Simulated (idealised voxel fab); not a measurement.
process module | voxel gate over fins
cross-section cut | 200 nm wide | cells 5 nm
A cross-section is a grid of square cells, given in bands from the top down. A band is one or more rows of cells.
Each band's line starts with the height of the band's top and of its bottom, in nm. Then come its materials from left to right, each with its width in nm. One material with "throughout" fills the band from edge to edge. "air" is empty space.
Height 0 is the level under which the wafer as received is all one material. The lowest band goes on downwards, as in "0 down".
A width such as "30 to 40" changes by the same amount from each row of cells to the next, from the band's top row to its bottom row.
"no change" after a step means that no cell of the cross-section changed.
closed voids: empty space of 8 cells or more with no open way to the top, each as width x height at its distance from the left edge, in nm
after a step's settings: what the simulator itself notes on the step
overlay nm, on a step with a mask: how far to the right of its planned place the mask lay; to the left if negative
plan
1 op RECEIVE | material Si
2 op CONFORMAL_DEP | material SiN | thk nm 10
3 op PATTERN | tone cover | mask id FINS | material resist | width nm 15 | pitch nm 60 | thk nm 15 | overlay nm 0
4 op DIRECTIONAL_ETCH | etch materials SiN | depth nm 10
5 op DIRECTIONAL_ETCH | etch materials Si | depth nm 35
6 op STRIP | etch materials resist
7 op FILL_DEP | material SiO2 | thk nm 5
8 op CMP | height nm 10
9 op DIRECTIONAL_DEP | material aC | thk nm 15
10 op PATTERN | tone open | mask id RAIL | material resist | width nm 15 | thk nm 30 | overlay nm 0
11 op DIRECTIONAL_ETCH | etch materials aC | depth nm 15
12 op STRIP | etch materials resist
13 op DIRECTIONAL_ETCH | etch materials SiO2 | depth nm 40
14 op STRIP | etch materials aC
15 op CONFORMAL_DEP | material TiN | thk nm 5
16 op FILL_DEP | material W | thk nm 5
17 op CMP | height nm 10
18 op SELECTIVE_ETCH | etch materials W Ru TiN | depth nm 30
19 op FILL_DEP | material SiO2 | thk nm 5
20 op CMP | height nm 10
21 op SELECTIVE_ETCH | etch materials SiO2 | depth nm 25
22 op STRIP | etch materials SiN
23 op CONFORMAL_DEP | material HfO2 | thk nm 5
24 op CONFORMAL_DEP | material TiN | thk nm 5
25 op CONFORMAL_DEP | material TiAl | thk nm 5
26 op CONFORMAL_DEP | material TiN | thk nm 5
27 op FILL_DEP | material W | thk nm 15
28 op CMP | height nm 30
29 op CONFORMAL_DEP | material SiCN | thk nm 5
varied across the wafers: width nm of step 3. The plan shows the first wafer's value. All wafers start alike
first wafer as received, after step 1
  0 down: Si throughout
  closed voids: none
each wafer at the end: cells of each material gained (+) or lost (-) since it was received, then its closed voids
width nm 15 | +52 HfO2 | -238 Si | +40 SiCN | +130 SiO2 | +52 TiAl | +109 TiN | +135 W | closed voids: none
width nm 20 | +52 HfO2 | -224 Si | +40 SiCN | +122 SiO2 | +52 TiAl | +109 TiN | +129 W | closed voids: none
width nm 25 | +52 HfO2 | -210 Si | +40 SiCN | +114 SiO2 | +52 TiAl | +106 TiN | +126 W | closed voids: none
width nm 30 | +52 HfO2 | -196 Si | +40 SiCN | +106 SiO2 | +52 TiAl | +103 TiN | +123 W | closed voids: none
